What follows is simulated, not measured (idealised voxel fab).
This is a process module. Its name is voxel wiring stack.
The width of the displayed cross-section, cut, is 190 nm; its cells are square, with a size of 5 nm.
If you're reading a cross-section in this doc, picture square cells in a grid; it comes to you as bands, top ones listed first down to the bottom, and a band can be one or more rows of cells.
Within each band entry, the heights of the top and of the bottom of the band appear first, in that order and in nm; the materials of the band then follow from left to right, each with its corresponding width in nm. The designation "full width" on a single material indicates that it fills the band from edge to edge; the designation "air" indicates empty space.
Height is counted from the level 0, under which the received wafer is composed throughout of one material. The lowest of the bands is not closed at the bottom but continues downward, in the notation "from 0 down".
With a width like "30..40", each row of cells in the band differs from the next by the same amount, the top row carrying the first number and the bottom row the second.
Any step labelled "remained unchanged" changed none of the cells in the cross-section.
This entry, "Enclosed void list", enumerates those empty regions of no fewer than 8 cells that possess no open connection to the top. Each region is reported in the form width x height at distance, the distance being taken from the left edge, with all three quantities expressed in nm.
Heads up: the bit after the settings on a step's line is the simulator's remark on that step.
"overlay nm" denotes, for a step that has a mask, the displacement of the mask to the right of its planned place, with negative values corresponding to the left.

-- plan
1 RECEIVE, material Si
2 CONFORMAL_DEP, material SiO2, thk nm 10
3 CONFORMAL_DEP, material SiCN, thk nm 5
4 DIRECTIONAL_DEP, material SiO2, thk nm 25
5 MASKED_ETCH, tone open, mask id METAL_1, width nm 30, pitch nm 55, etch materials SiO2, depth nm 25, overlay nm 0
6 MASKED_ETCH, tone open, mask id METAL_1, width nm 30, pitch nm 55, etch materials SiCN, depth nm 5, overlay nm 0
7 CONFORMAL_DEP, material TiN, thk nm 5
8 FILL_DEP, material Cu, thk nm 10
9 CMP, height nm 40
10 EPI, material Ru, thk nm 5
11 FILL_DEP, material SiCN, thk nm 5
12 DIRECTIONAL_DEP, material lowk, thk nm 10
13 MASKED_ETCH, tone open, mask id PLUG_1, width nm 15, pitch nm 55, etch materials lowk, depth nm 10, overlay nm 0
14 MASKED_ETCH, tone open, mask id PLUG_1, width nm 15, pitch nm 55, etch materials SiCN, depth nm 5, overlay nm 0
15 EPI, material Ru, thk nm 10
16 EPI, material Ru, thk nm 5
17 DIRECTIONAL_DEP, material TiN, thk nm 5
18 DIRECTIONAL_DEP, material W, thk nm 25
19 PATTERN, tone cover, mask id METAL_2, material resist, width nm 30, pitch nm 55, thk nm 20, overlay nm 0
20 DIRECTIONAL_ETCH, etch materials W, depth nm 25
21 DIRECTIONAL_ETCH, etch materials TiN, depth nm 5
22 STRIP, etch materials resist
23 CONFORMAL_DEP, material SiCN, thk nm 5
24 FILL_DEP, material lowk, thk nm 5
25 CMP, height nm 90
26 CONFORMAL_DEP, material SiCN, thk nm 5
27 DIRECTIONAL_DEP, material lowk, thk nm 15
28 DIRECTIONAL_DEP, material aC, thk nm 15
29 PATTERN, tone open, mask id PLUG_2, material resist, width nm 15, thk nm 30, overlay nm 0
30 DIRECTIONAL_ETCH, etch materials aC, depth nm 15
31 STRIP, etch materials resist
32 DIRECTIONAL_ETCH, etch materials lowk, depth nm 15
33 DIRECTIONAL_ETCH, etch materials SiCN, depth nm 5
34 STRIP, etch materials aC
35 EPI, material Ru, thk nm 10
36 EPI, material Ru, thk nm 10
37 DIRECTIONAL_DEP, material TiN, thk nm 5
38 DIRECTIONAL_DEP, material Ru, thk nm 15
39 DIRECTIONAL_DEP, material aC, thk nm 15
40 PATTERN, tone cover, mask id METAL_3, material resist, width nm 30, pitch nm 55, thk nm 30, overlay nm 0
41 DIRECTIONAL_ETCH, etch materials aC, depth nm 15
42 STRIP, etch materials resist
43 DIRECTIONAL_ETCH, etch materials Ru, depth nm 15
44 DIRECTIONAL_ETCH, etch materials TiN, depth nm 5
45 STRIP, etch materials aC
46 CONFORMAL_DEP, material SiN, thk nm 5
47 FILL_DEP, material SiO2, thk nm 10
48 CMP, height nm 130
49 CONFORMAL_DEP, material SiN, thk nm 5

-- first wafer, as planned

-- Step 1 complete: cross-section of the wafer as received
from 0 down | Si full width
Enclosed void list: none

-- Step 2 complete: cross-section through the wafer
from 10 to 0 | SiO2 full width
Under the height 0 nothing was changed.

-- Step 3 complete: cross-section through the wafer
from 15 to 10 | SiCN full width
Under the height 10 nothing was changed.

-- Step 4 complete: cross-section through the wafer
from 40 to 15 | SiO2 full width
Under the height 15 nothing was changed.

-- Step 5 complete: cross-section through the wafer
from 40 to 15 | SiO2 50, air 30, SiO2 25, air 30, SiO2 55
Under the height 15 nothing was changed.

-- Step 6 complete: cross-section through the wafer
from 40 to 15 | SiO2 50, air 30, SiO2 25, air 30, SiO2 55
from 15 to 10 | SiCN 50, air 30, SiCN 25, air 30, SiCN 55
Under the height 10 nothing was changed.

-- Step 7 complete: cross-section through the wafer
from 45 to 40 | TiN 55, air 20, TiN 35, air 20, TiN 60
from 40 to 15 | SiO2 50, TiN 5, air 20, TiN 5, SiO2 25, TiN 5, air 20, TiN 5, SiO2 55
from 15 to 10 | SiCN 50, TiN 30, SiCN 25, TiN 30, SiCN 55
Under the height 10 nothing was changed.

-- Step 8 complete: cross-section through the wafer
from 55 to 45 | Cu full width
from 45 to 40 | TiN 55, Cu 20, TiN 35, Cu 20, TiN 60
from 40 to 15 | SiO2 50, TiN 5, Cu 20, TiN 5, SiO2 25, TiN 5, Cu 20, TiN 5, SiO2 55
Under the height 15 nothing was changed.

-- Step 9 complete: cross-section through the wafer
from 40 to 15 | SiO2 50, TiN 5, Cu 20, TiN 5, SiO2 25, TiN 5, Cu 20, TiN 5, SiO2 55
Under the height 15 nothing was changed.

-- Step 10 complete: cross-section through the wafer
from 45 to 40 | air 45, Ru 40, air 15, Ru 40, air 50
Under the height 40 nothing was changed.

-- Step 11 complete: cross-section through the wafer
from 50 to 45 | SiCN full width
from 45 to 40 | SiCN 45, Ru 40, SiCN 15, Ru 40, SiCN 50
Under the height 40 nothing was changed.

-- Step 12 complete: cross-section through the wafer
from 60 to 50 | lowk full width
Under the height 50 nothing was changed.

-- Step 13 complete: cross-section through the wafer
from 60 to 50 | lowk 50, air 15, lowk 40, air 15, lowk 70
Under the height 50 nothing was changed.

-- Step 14 complete: cross-section through the wafer
from 60 to 50 | lowk 50, air 15, lowk 40, air 15, lowk 70
from 50 to 45 | SiCN 50, air 15, SiCN 40, air 15, SiCN 70
Under the height 45 nothing was changed.

-- Step 15 complete: cross-section through the wafer
from 60 to 55 | lowk 50, air 15, lowk 40, air 15, lowk 70
from 55 to 50 | lowk 50, Ru 15, lowk 40, Ru 15, lowk 70
from 50 to 40 | SiCN 50..45, Ru 15..40, SiCN 40..15, Ru 15..40, SiCN 70..50
Under the height 40 nothing was changed.

-- Step 16 complete: cross-section through the wafer
from 60 to 50 | lowk 50, Ru 15, lowk 40, Ru 15, lowk 70
Under the height 50 nothing was changed.

-- Step 17 complete: cross-section through the wafer
from 65 to 60 | TiN full width
Under the height 60 nothing was changed.

-- Step 18 complete: cross-section through the wafer
from 90 to 65 | W full width
Under the height 65 nothing was changed.

-- Step 19 complete: cross-section through the wafer
from 110 to 90 | air 50, resist 30, air 25, resist 30, air 55
Under the height 90 nothing was changed.

-- Step 20 complete: cross-section through the wafer
from 110 to 90 | air 50, resist 30, air 25, resist 30, air 55
from 90 to 65 | air 50, W 30, air 25, W 30, air 55
Under the height 65 nothing was changed.

-- Step 21 complete: cross-section through the wafer
from 110 to 90 | air 50, resist 30, air 25, resist 30, air 55
from 90 to 65 | air 50, W 30, air 25, W 30, air 55
from 65 to 60 | air 50, TiN 30, air 25, TiN 30, air 55
Under the height 60 nothing was changed.

-- Step 22 complete: cross-section through the wafer
from 90 to 65 | air 50, W 30, air 25, W 30, air 55
Under the height 65 nothing was changed.

-- Step 23 complete: cross-section through the wafer
from 95 to 90 | air 45, SiCN 40, air 15, SiCN 40, air 50
from 90 to 65 | air 45, SiCN 5, W 30, SiCN 5, air 15, SiCN 5, W 30, SiCN 5, air 50
from 65 to 60 | SiCN 50, TiN 30, SiCN 25, TiN 30, SiCN 55
Under the height 60 nothing was changed.

-- Step 24 complete: cross-section through the wafer
from 100 to 95 | lowk full width
from 95 to 90 | lowk 45, SiCN 40, lowk 15, SiCN 40, lowk 50
from 90 to 65 | lowk 45, SiCN 5, W 30, SiCN 5, lowk 15, SiCN 5, W 30, SiCN 5, lowk 50
Under the height 65 nothing was changed.

-- Step 25 complete: cross-section through the wafer
from 90 to 65 | lowk 45, SiCN 5, W 30, SiCN 5, lowk 15, SiCN 5, W 30, SiCN 5, lowk 50
Under the height 65 nothing was changed.

-- Step 26 complete: cross-section through the wafer
from 95 to 90 | SiCN full width
Under the height 90 nothing was changed.

-- Step 27 complete: cross-section through the wafer
from 110 to 95 | lowk full width
Under the height 95 nothing was changed.

-- Step 28 complete: cross-section through the wafer
from 125 to 110 | aC full width
Under the height 110 nothing was changed.

-- Step 29 complete: cross-section through the wafer
from 155 to 125 | resist 50, air 15, resist 125
Under the height 125 nothing was changed.

-- Step 30 complete: cross-section through the wafer
from 140 to 125 | resist 50, air 15, resist 125
from 125 to 110 | aC 50, air 15, aC 125
Under the height 110 nothing was changed.

-- Step 31 complete: cross-section through the wafer
from 125 to 110 | aC 50, air 15, aC 125
Under the height 110 nothing was changed.

-- Step 32 complete: cross-section through the wafer
from 125 to 110 | aC 50, air 15, aC 125
from 110 to 95 | lowk 50, air 15, lowk 125
Under the height 95 nothing was changed.

-- Step 33 complete: cross-section through the wafer
from 125 to 110 | aC 50, air 15, aC 125
from 110 to 95 | lowk 50, air 15, lowk 125
from 95 to 90 | SiCN 50, air 15, SiCN 125
Under the height 90 nothing was changed.

-- Step 34 complete: cross-section through the wafer
from 110 to 95 | lowk 50, air 15, lowk 125
Under the height 95 nothing was changed.

-- Step 35 complete: cross-section through the wafer
from 110 to 100 | lowk 50, air 15, lowk 125
from 100 to 95 | lowk 50, Ru 15, lowk 125
from 95 to 90 | SiCN 50, Ru 15, SiCN 125
Under the height 90 nothing was changed.

-- Step 36 complete: cross-section through the wafer
from 110 to 95 | lowk 50, Ru 15, lowk 125
Under the height 95 nothing was changed.

-- Step 37 complete: cross-section through the wafer
from 115 to 110 | TiN full width
Under the height 110 nothing was changed.

-- Step 38 complete: cross-section through the wafer
from 130 to 115 | Ru full width
Under the height 115 nothing was changed.

-- Step 39 complete: cross-section through the wafer
from 145 to 130 | aC full width
Under the height 130 nothing was changed.

-- Step 40 complete: cross-section through the wafer
from 175 to 145 | air 50, resist 30, air 25, resist 30, air 55
Under the height 145 nothing was changed.

-- Step 41 complete: cross-section through the wafer
from 160 to 145 | air 50, resist 30, air 25, resist 30, air 55
from 145 to 130 | air 50, aC 30, air 25, aC 30, air 55
Under the height 130 nothing was changed.

-- Step 42 complete: cross-section through the wafer
from 145 to 130 | air 50, aC 30, air 25, aC 30, air 55
Under the height 130 nothing was changed.

-- Step 43 complete: cross-section through the wafer
from 145 to 130 | air 50, aC 30, air 25, aC 30, air 55
from 130 to 115 | air 50, Ru 30, air 25, Ru 30, air 55
Under the height 115 nothing was changed.

-- Step 44 complete: cross-section through the wafer
from 145 to 130 | air 50, aC 30, air 25, aC 30, air 55
from 130 to 115 | air 50, Ru 30, air 25, Ru 30, air 55
from 115 to 110 | air 50, TiN 30, air 25, TiN 30, air 55
Under the height 110 nothing was changed.

-- Step 45 complete: cross-section through the wafer
from 130 to 115 | air 50, Ru 30, air 25, Ru 30, air 55
Under the height 115 nothing was changed.

-- Step 46 complete: cross-section through the wafer
from 135 to 130 | air 45, SiN 40, air 15, SiN 40, air 50
from 130 to 115 | air 45, SiN 5, Ru 30, SiN 5, air 15, SiN 5, Ru 30, SiN 5, air 50
from 115 to 110 | SiN 50, TiN 30, SiN 25, TiN 30, SiN 55
Under the height 110 nothing was changed.

-- Step 47 complete: cross-section through the wafer
from 145 to 135 | SiO2 full width
from 135 to 130 | SiO2 45, SiN 40, SiO2 15, SiN 40, SiO2 50
from 130 to 115 | SiO2 45, SiN 5, Ru 30, SiN 5, SiO2 15, SiN 5, Ru 30, SiN 5, SiO2 50
Under the height 115 nothing was changed.

-- Step 48 complete: cross-section through the wafer
from 130 to 115 | SiO2 45, SiN 5, Ru 30, SiN 5, SiO2 15, SiN 5, Ru 30, SiN 5, SiO2 50
Under the height 115 nothing was changed.

-- Step 49 complete: cross-section through the wafer
from 135 to 130 | SiN full width
Under the height 130 nothing was changed.

-- Wafer two. Same start, same plan, one slip in execution. Same as wafer one through step 26, inclusive

-- Second wafer profile in section, at the moment step 27 of the plan was meant to be complete
from 100 to 95 | lowk full width
Under the height 95 nothing was changed.

-- Second wafer profile in section, at the moment step 28 of the plan was meant to be complete
from 115 to 100 | aC full width
Under the height 100 nothing was changed.

-- Second wafer profile in section, at the moment step 29 of the plan was meant to be complete
from 145 to 115 | resist 50, air 15, resist 125
Under the height 115 nothing was changed.

-- Second wafer profile in section, at the moment step 30 of the plan was meant to be complete
from 130 to 115 | resist 50, air 15, resist 125
from 115 to 100 | aC 50, air 15, aC 125
Under the height 100 nothing was changed.

-- Second wafer profile in section, at the moment step 31 of the plan was meant to be complete
from 115 to 100 | aC 50, air 15, aC 125
Under the height 100 nothing was changed.

-- Second wafer profile in section, at the moment step 32 of the plan was meant to be complete
from 115 to 100 | aC 50, air 15, aC 125
from 100 to 95 | lowk 50, air 15, lowk 125
Under the height 95 nothing was changed.

-- Second wafer profile in section, at the moment step 33 of the plan was meant to be complete
from 115 to 100 | aC 50, air 15, aC 125
from 100 to 95 | lowk 50, air 15, lowk 125
from 95 to 90 | SiCN 50, air 15, SiCN 125
Under the height 90 nothing was changed.

-- Second wafer profile in section, at the moment step 34 of the plan was meant to be complete
from 100 to 95 | lowk 50, air 15, lowk 125
Under the height 95 nothing was changed.

-- Second wafer profile in section, at the moment step 35 of the plan was meant to be complete
from 100 to 95 | lowk 50, Ru 15, lowk 125
from 95 to 90 | SiCN 50, Ru 15, SiCN 125
Under the height 90 nothing was changed.

-- Second wafer profile in section, at the moment step 36 of the plan was meant to be complete
from 110 to 100 | air 40, Ru 35, air 115
Under the height 100 nothing was changed.

-- Second wafer profile in section, at the moment step 37 of the plan was meant to be complete
from 115 to 110 | air 40, TiN 35, air 115
from 110 to 105 | air 40, Ru 35, air 115
from 105 to 100 | TiN 40, Ru 35, TiN 115
Under the height 100 nothing was changed.

-- Second wafer profile in section, at the moment step 38 of the plan was meant to be complete
from 130 to 120 | air 40, Ru 35, air 115
from 120 to 115 | Ru full width
from 115 to 110 | Ru 40, TiN 35, Ru 115
from 110 to 105 | Ru full width
Under the height 105 nothing was changed.

-- Second wafer profile in section, at the moment step 39 of the plan was meant to be complete
from 145 to 135 | air 40, aC 35, air 115
from 135 to 130 | aC full width
from 130 to 120 | aC 40, Ru 35, aC 115
Under the height 120 nothing was changed.

-- Second wafer profile in section, at the moment step 40 of the plan was meant to be complete
from 175 to 145 | air 50, resist 30, air 25, resist 30, air 55
from 145 to 135 | air 40, aC 35, resist 5, air 25, resist 30, air 55
Under the height 135 nothing was changed.

-- Second wafer profile in section, at the moment step 41 of the plan was meant to be complete
from 160 to 145 | air 50, resist 30, air 25, resist 30, air 55
from 145 to 135 | air 50, aC 25, resist 5, air 25, resist 30, air 55
from 135 to 130 | air 50, aC 30, air 25, aC 30, air 55
from 130 to 120 | air 40, Ru 35, aC 5, air 25, aC 30, air 55
Under the height 120 nothing was changed.

-- Second wafer profile in section, at the moment step 42 of the plan was meant to be complete
from 145 to 135 | air 50, aC 25, air 115
Under the height 135 nothing was changed.

-- Second wafer profile in section, at the moment step 43 of the plan was meant to be complete
from 145 to 135 | air 50, aC 25, air 115
from 135 to 130 | air 50, aC 30, air 25, aC 30, air 55
from 130 to 120 | air 50, Ru 25, aC 5, air 25, aC 30, air 55
from 120 to 115 | air 50, Ru 30, air 25, Ru 30, air 55
from 115 to 110 | air 40, TiN 35, Ru 5, air 25, Ru 30, air 55
from 110 to 105 | air 40, Ru 40, air 25, Ru 30, air 55
Under the height 105 nothing was changed.

-- Second wafer profile in section, at the moment step 44 of the plan was meant to be complete
from 145 to 135 | air 50, aC 25, air 115
from 135 to 130 | air 50, aC 30, air 25, aC 30, air 55
from 130 to 120 | air 50, Ru 25, aC 5, air 25, aC 30, air 55
from 120 to 115 | air 50, Ru 30, air 25, Ru 30, air 55
from 115 to 110 | air 50, TiN 25, Ru 5, air 25, Ru 30, air 55
from 110 to 105 | air 40, Ru 40, air 25, Ru 30, air 55
from 105 to 100 | air 40, Ru 35, TiN 5, air 25, TiN 30, air 55
Under the height 100 nothing was changed.

-- Second wafer profile in section, at the moment step 45 of the plan was meant to be complete
from 130 to 120 | air 50, Ru 25, air 115
Under the height 120 nothing was changed.

-- Second wafer profile in section, at the moment step 46 of the plan was meant to be complete
from 135 to 130 | air 45, SiN 35, air 110
from 130 to 125 | air 45, SiN 5, Ru 25, SiN 5, air 110
from 125 to 120 | air 45, SiN 5, Ru 25, SiN 10, air 15, SiN 40, air 50
from 120 to 115 | air 45, SiN 5, Ru 30, SiN 5, air 15, SiN 5, Ru 30, SiN 5, air 50
from 115 to 110 | air 35, SiN 15, TiN 25, Ru 5, SiN 5, air 15, SiN 5, Ru 30, SiN 5, air 50
from 110 to 105 | air 35, SiN 5, Ru 40, SiN 5, air 15, SiN 5, Ru 30, SiN 5, air 50
from 105 to 100 | SiN 40, Ru 35, TiN 5, SiN 25, TiN 30, SiN 55
Under the height 100 nothing was changed.

-- Second wafer profile in section, at the moment step 47 of the plan was meant to be complete
from 145 to 135 | SiO2 full width
from 135 to 130 | SiO2 45, SiN 35, SiO2 110
from 130 to 125 | SiO2 45, SiN 5, Ru 25, SiN 5, SiO2 110
from 125 to 120 | SiO2 45, SiN 5, Ru 25, SiN 10, SiO2 15, SiN 40, SiO2 50
from 120 to 115 | SiO2 45, SiN 5, Ru 30, SiN 5, SiO2 15, SiN 5, Ru 30, SiN 5, SiO2 50
from 115 to 110 | SiO2 35, SiN 15, TiN 25, Ru 5, SiN 5, SiO2 15, SiN 5, Ru 30, SiN 5, SiO2 50
from 110 to 105 | SiO2 35, SiN 5, Ru 40, SiN 5, SiO2 15, SiN 5, Ru 30, SiN 5, SiO2 50
Under the height 105 nothing was changed.

-- Second wafer profile in section, at the moment step 48 of the plan was meant to be complete
from 130 to 125 | SiO2 45, SiN 5, Ru 25, SiN 5, SiO2 110
Under the height 125 nothing was changed.

-- Second wafer profile in section, at the moment step 49 of the plan was meant to be complete
from 135 to 130 | SiN full width
Under the height 130 nothing was changed.
Diagnosis: heads up, step 27 didn't go per plan, it actually ran as DIRECTIONAL_DEP, material lowk, thk nm 5
In the final state, the cell counts of the second wafer exceed or fall short of those of the first for the following materials: Ru +8, SiN +13, SiO2 +49, lowk -70
